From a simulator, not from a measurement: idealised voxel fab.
Process module in this document: voxel ribs on slabs
The width of the displayed cross-section, cut, is 250 nm; its cells are square, with a size of 5 nm.
Heads up, the way a cross-section reads in here is a grid of square cells, handed over as bands from the top down, with every band being one or more rows of cells. Heads up on the band format: heights come first, top then bottom, in nm. After that it's the materials left to right, each with its width in nm. A single material flagged "all across" fills the whole band edge to edge, and "air" means there's empty space there. Height is counted from the level 0, under which the received wafer is composed throughout of one material. The lowest of the bands is not closed at the bottom but continues downward, in the notation "z 0 and below". The two numbers in a width such as "30..40" mark its ends across the band: the first belongs to the top row of cells, the second to the bottom row, and from each row to the next the width moves by the same amount. "stayed the same" -> step changed no cross-section cell. Empty spaces without an open route to the top, at least 8 cells in extent, make up the entry "Trapped cavities"; each is given as width x height at distance, where the distance is measured from the left edge, and all are in nm. That trailing text on a step's line, after the settings, is the simulator's own remark on the step. The optional step-line setting "overlay nm" applies to steps with a mask and quantifies how far to the right of its planned location the mask lay, a negative value indicating leftward placement.
Planned step list for the process:
1,RECEIVE | material Si
2,DIRECTIONAL_DEP | material SiO2 | thk nm 20
3,DIRECTIONAL_DEP | material SiN | thk nm 20
4,PATTERN | tone cover | mask id RIB | material resist | width nm 25 | thk nm 20 | overlay nm 0
5,DIRECTIONAL_ETCH | etch materials SiN | depth nm 10
6,STRIP | etch materials resist
7,PATTERN | tone cover | mask id SLAB | material resist | width nm 55 | thk nm 15 | overlay nm 0
8,DIRECTIONAL_ETCH | etch materials SiN | depth nm 10
9,STRIP | etch materials resist
10,FILL_DEP | material SiO2 | thk nm 15
11,CMP | height nm 50
12,DIRECTIONAL_DEP | material TiN | thk nm 10
13,MASKED_ETCH | tone cover | mask id HEATER | width nm 35 | etch materials TiN | depth nm 10 | overlay nm 0
14,CONFORMAL_DEP | material SiN | thk nm 10
First wafer of two (run as planned):
This is the cross-section of the wafer as we received it, i.e. after step 1:
	z 0 and below | Si all across
	Trapped cavities: none
After step 2:
	z 20 to 0 | SiO2 all across
	Rest of section, below 0: as before.
After step 3:
	z 40 to 20 | SiN all across
	Rest of section, below 20: as before.
After step 4:
	z 60 to 40 | air 110; resist 25; air 115
	Rest of section, below 40: as before.
After step 5:
	z 60 to 40 | air 110; resist 25; air 115
	z 40 to 30 | air 110; SiN 25; air 115
	Rest of section, below 30: as before.
After step 6:
	z 40 to 30 | air 110; SiN 25; air 115
	Rest of section, below 30: as before.
After step 7:
	z 55 to 40 | air 95; resist 55; air 100
	z 40 to 30 | air 95; resist 15; SiN 25; resist 15; air 100
	Rest of section, below 30: as before.
After step 8:
	z 55 to 40 | air 95; resist 55; air 100
	z 40 to 30 | air 95; resist 15; SiN 25; resist 15; air 100
	z 30 to 20 | air 95; SiN 55; air 100
	Rest of section, below 20: as before.
After step 9:
	z 40 to 30 | air 110; SiN 25; air 115
	Rest of section, below 30: as before.
After step 10:
	z 55 to 40 | SiO2 all across
	z 40 to 30 | SiO2 110; SiN 25; SiO2 115
	z 30 to 20 | SiO2 95; SiN 55; SiO2 100
	Rest of section, below 20: as before.
After step 11:
	z 50 to 40 | SiO2 all across
	Rest of section, below 40: as before.
After step 12:
	z 60 to 50 | TiN all across
	Rest of section, below 50: as before.
After step 13:
	z 60 to 50 | air 105; TiN 35; air 110
	Rest of section, below 50: as before.
After step 14:
	z 70 to 60 | air 95; SiN 55; air 100
	z 60 to 50 | SiN 105; TiN 35; SiN 110
	Rest of section, below 50: as before.
Second wafer. Start and plan as for the first. One mistake made in running. Agrees with the first up to and including step 3:
Cross-section of the second wafer at the time by which step 4 should have been completed according to the plan:
	z 60 to 40 | resist 110; air 25; resist 115
	Rest of section, below 40: as before.
Cross-section of the second wafer at the time by which step 5 should have been completed according to the plan:
	z 60 to 40 | resist 110; air 25; resist 115
	z 40 to 30 | SiN 110; air 25; SiN 115
	Rest of section, below 30: as before.
Cross-section of the second wafer at the time by which step 6 should have been completed according to the plan:
	z 40 to 30 | SiN 110; air 25; SiN 115
	Rest of section, below 30: as before.
Cross-section of the second wafer at the time by which step 7 should have been completed according to the plan:
	z 55 to 40 | air 95; resist 55; air 100
	z 40 to 30 | SiN 110; resist 25; SiN 115
	Rest of section, below 30: as before.
Cross-section of the second wafer at the time by which step 8 should have been completed according to the plan:
	z 55 to 40 | air 95; resist 55; air 100
	z 40 to 30 | air 95; SiN 15; resist 25; SiN 15; air 100
	Rest of section, below 30: as before.
Cross-section of the second wafer at the time by which step 9 should have been completed according to the plan:
	z 40 to 30 | air 95; SiN 15; air 25; SiN 15; air 100
	Rest of section, below 30: as before.
Cross-section of the second wafer at the time by which step 10 should have been completed according to the plan:
	z 55 to 40 | SiO2 all across
	z 40 to 30 | SiO2 95; SiN 15; SiO2 25; SiN 15; SiO2 100
	Rest of section, below 30: as before.
Cross-section of the second wafer at the time by which step 11 should have been completed according to the plan:
	z 50 to 40 | SiO2 all across
	Rest of section, below 40: as before.
Cross-section of the second wafer at the time by which step 12 should have been completed according to the plan:
	z 60 to 50 | TiN all across
	Rest of section, below 50: as before.
Cross-section of the second wafer at the time by which step 13 should have been completed according to the plan:
	z 60 to 50 | air 105; TiN 35; air 110
	Rest of section, below 50: as before.
Cross-section of the second wafer at the time by which step 14 should have been completed according to the plan:
	z 70 to 60 | air 95; SiN 55; air 100
	z 60 to 50 | SiN 105; TiN 35; SiN 110
	Rest of section, below 50: as before.
Which mistake was made when the wafer was run? step 4 deviated from plan and actually ran as PATTERN | tone open | mask id RIB | material resist | width nm 25 | thk nm 20 | overlay nm 0
Final cells, second wafer relative to first, materials higher or lower: SiN: 80 more, SiO2: 80 fewer
